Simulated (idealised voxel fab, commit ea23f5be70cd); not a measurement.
process module | voxel ribs on slabs
cross-section cut | 295 nm wide | cells 5 nm
A cross-section is a grid of square cells, given in bands from the top down. A band is one or more rows of cells.
Each band's line starts with the height of the band's top and of its bottom, in nm. Then come its materials from left to right, each with its width in nm. One material with "throughout" fills the band from edge to edge. "air" is empty space.
Height 0 is the level under which the wafer as received is all one material. The lowest band goes on downwards, as in "0 down".
A width such as "30 to 40" changes by the same amount from each row of cells to the next, from the band's top row to its bottom row.
"no change" after a step means that no cell of the cross-section changed.
closed voids: empty space of 8 cells or more with no open way to the top, each as width x height at its distance from the left edge, in nm
after a step's settings: what the simulator itself notes on the step
overlay nm, on a step with a mask: how far to the right of its planned place the mask lay; to the left if negative
plan
1 op RECEIVE | material Si
2 op DIRECTIONAL_DEP | material SiO2 | thk nm 30
3 op DIRECTIONAL_DEP | material SiN | thk nm 15
4 op PATTERN | tone cover | mask id RIB | material resist | width nm 15 | thk nm 20 | overlay nm 0
5 op DIRECTIONAL_ETCH | etch materials SiN | depth nm 10
6 op STRIP | etch materials resist
7 op MASKED_ETCH | tone cover | mask id SLAB | width nm 75 | etch materials SiN | depth nm 5 | overlay nm 0
8 op FILL_DEP | material SiO2 | thk nm 25
9 op CMP | height nm 65
10 op DIRECTIONAL_DEP | material W | thk nm 10
11 op DIRECTIONAL_DEP | material aC | thk nm 15
12 op PATTERN | tone cover | mask id HEATER | material resist | width nm 25 | thk nm 35 | overlay nm 0
13 op DIRECTIONAL_ETCH | etch materials aC | depth nm 15
14 op STRIP | etch materials resist
15 op DIRECTIONAL_ETCH | etch materials W | depth nm 10
16 op STRIP | etch materials aC
17 op CONFORMAL_DEP | material SiO2 | thk nm 5
as received, after step 1
  0 down: Si throughout
  closed voids: none
first wafer at the end, as planned
  80 to 75: air 130 | SiO2 35 | air 130
  75 to 70: air 130 | SiO2 5 | W 25 | SiO2 5 | air 130
  70 to 65: SiO2 135 | W 25 | SiO2 135
  65 to 45: SiO2 throughout
  45 to 35: SiO2 140 | SiN 15 | SiO2 140
  35 to 30: SiO2 110 | SiN 75 | SiO2 110
  30 to 0: SiO2 throughout
  0 down: Si throughout
  closed voids: none
second wafer at the end: like start, like plan, one mistake
  75 to 65: air 135 | W 25 | air 135
  65 to 45: SiO2 throughout
  45 to 35: SiO2 140 | SiN 15 | SiO2 140
  35 to 30: SiO2 110 | SiN 75 | SiO2 110
  30 to 0: SiO2 throughout
  0 down: Si throughout
  closed voids: none
what went wrong: step 17 was left out
at the end the second wafer has, in cells: 63 fewer of SiO2
